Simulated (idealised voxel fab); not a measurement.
The process module that follows is named voxel self aligned contacts.
Section shown: cut. Width: 210 nm. Cell size: 5 nm, square.
If you're reading a cross-section in this doc, picture square cells in a grid; it comes to you as bands, top ones listed first down to the bottom, and a band can be one or more rows of cells.
Each band's line starts with the height of the band's top and of its bottom, in nm. Then come its materials from left to right, each with its width in nm. One material with "throughout" fills the band from edge to edge. "blank" is empty space.
Height 0 is the level under which the wafer as received is all one material. The lowest band goes on downwards, as in "0..down".
Quick explanation for "30->40": the width changes in equal steps down the rows of cells, from the first number in the band's top row to the second number in its bottom row.
A step reported as "remains unaltered" is a step in which no cell of the cross-section changed.
Entry "Voids, sealed" = empty spaces >= 8 cells with no open way to the top; each as width x height at distance, distance from left edge, all nm.
Text after the settings on a step's line: the simulator's own remark on that step.
The setting "overlay nm" may be written on the line of a step. When the step uses a mask, the value reports how far to the right of the planned place the mask lay, and a negative value reports that it lay to the left.

[The planned process steps are enumerated hereunder]
- 1: RECEIVE with material Si
- 2: OXIDIZE with depth nm 5
- 3: DIRECTIONAL_DEP with material polySi, thk nm 30
- 4: DIRECTIONAL_DEP with material SiN, thk nm 20
- 5: PATTERN with tone cover, mask id GATE, material resist, width nm 20, pitch nm 65, thk nm 20, overlay nm 0
- 6: DIRECTIONAL_ETCH with etch materials SiN, depth nm 20
- 7: DIRECTIONAL_ETCH with etch materials polySi, depth nm 30
- 8: STRIP with etch materials resist
- 9: CONFORMAL_DEP with material SiN, thk nm 10
- 10: DIRECTIONAL_ETCH with etch materials SiN, depth nm 10
- 11: FILL_DEP with material SiO2, thk nm 15
- 12: CMP with height nm 55
- 13: PATTERN with tone open, mask id CONTACT, material resist, width nm 45, pitch nm 65, thk nm 15, overlay nm 0
- 14: DIRECTIONAL_ETCH with etch materials SiO2, depth nm 60
- 15: STRIP with etch materials resist
- 16: CONFORMAL_DEP with material TiN, thk nm 5
- 17: FILL_DEP with material W, thk nm 5
- 18: CMP with height nm 55
- 19: CONFORMAL_DEP with material SiCN, thk nm 5
The wafers are alike at the start. At step 5, their width nm differs. The plan lists the first wafer's value.

[first wafer as received, after step 1]
    0..down = Si throughout
    Voids, sealed: none

[Below: a row per wafer. Contents at end of module: for every material, cells gained since receipt (+) or lost since receipt (-); then closed voids]
width nm 20, -42 Si, +42 SiCN, +168 SiN, +136 SiO2, +62 TiN, +66 W, +72 polySi, Voids, sealed: none
width nm 25, -42 Si, +42 SiCN, +180 SiN, +128 SiO2, +62 TiN, +44 W, +90 polySi, Voids, sealed: none
width nm 30, -42 Si, +42 SiCN, +192 SiN, +120 SiO2, +62 TiN, +22 W, +108 polySi, Voids, sealed: none
width nm 35, -42 Si, +42 SiCN, +204 SiN, +112 SiO2, +62 TiN, +126 polySi, Voids, sealed: none
width nm 40, -42 Si, +42 SiCN, +216 SiN, +104 SiO2, +40 TiN, +144 polySi, Voids, sealed: none
width nm 45, -42 Si, +42 SiCN, +228 SiN, +96 SiO2, +18 TiN, +162 polySi, Voids, sealed: none
